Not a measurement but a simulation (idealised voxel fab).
Process module, titled voxel local oxidation
240 nm wide, 5 nm square cells: that's cross-section cut.
Format of a cross-section: grid, square cells. Given as bands. Order: top down. Band: one or more rows of cells. Band: top and bottom heights (nm) first, top before bottom; then materials from left to right, widths in nm. "edge to edge" marks a sole material filling the band edge to edge. "air" denotes empty space. The level at which height equals 0 is the one under which the wafer, as it arrives, is entirely one material. No lower edge exists for the bottom band, which continues downward and is notated as in "0 down". Width: "30 to 40" (first number = top row, second number = bottom row, same change from row to row of cells). Where a step carries "nothing different", the cross-section came out of it unchanged, cell for cell. This entry, "Closed void roster", enumerates those empty regions of no fewer than 8 cells that possess no open connection to the top. Each region is reported in the form width x height at distance, the distance being taken from the left edge, with all three quantities expressed in nm. Heads up: the bit after the settings on a step's line is the simulator's remark on that step. overlay nm: mask offset rightward from planned place, masked step; negative means leftward offset.

This section lists the process steps that were planned:
- 1: op RECEIVE | material Si
- 2: op CONFORMAL_DEP | material SiO2 | thk nm 5
- 3: op CONFORMAL_DEP | material SiN | thk nm 10
- 4: op PATTERN | tone cover | mask id ACTIVE | material resist | width nm 95 | thk nm 15 | overlay nm 0
- 5: op DIRECTIONAL_ETCH | etch materials SiN | depth nm 10
- 6: op STRIP | etch materials resist
- 7: op SELECTIVE_ETCH | etch materials SiO2 | depth nm 5
- 8: op OXIDIZE | depth nm 10
- 9: op STRIP | etch materials SiN

Wafer at receipt (post step 1), cross-section:
* 0 down: Si edge to edge
* Closed void roster: none

Wafer cross-section at module end: first of two, run to plan:
* 5 to 0: air 75 nm; SiO2 85 nm; air 80 nm
* 0 to -10: SiO2 85 nm; Si 65 nm; SiO2 90 nm
* -10 down: Si edge to edge
* Closed void roster: none

End of module, second wafer, cross-section. Started like the first, planned like the first, run with one mistake:
* 0 to -10: SiO2 80 nm; Si 75 nm; SiO2 85 nm
* -10 down: Si edge to edge
* Closed void roster: none
What was done differently from what was planned? not run: step 2 of the plan (skipped)
at the end the second wafer has, in cells: Si +4; SiO2 -21
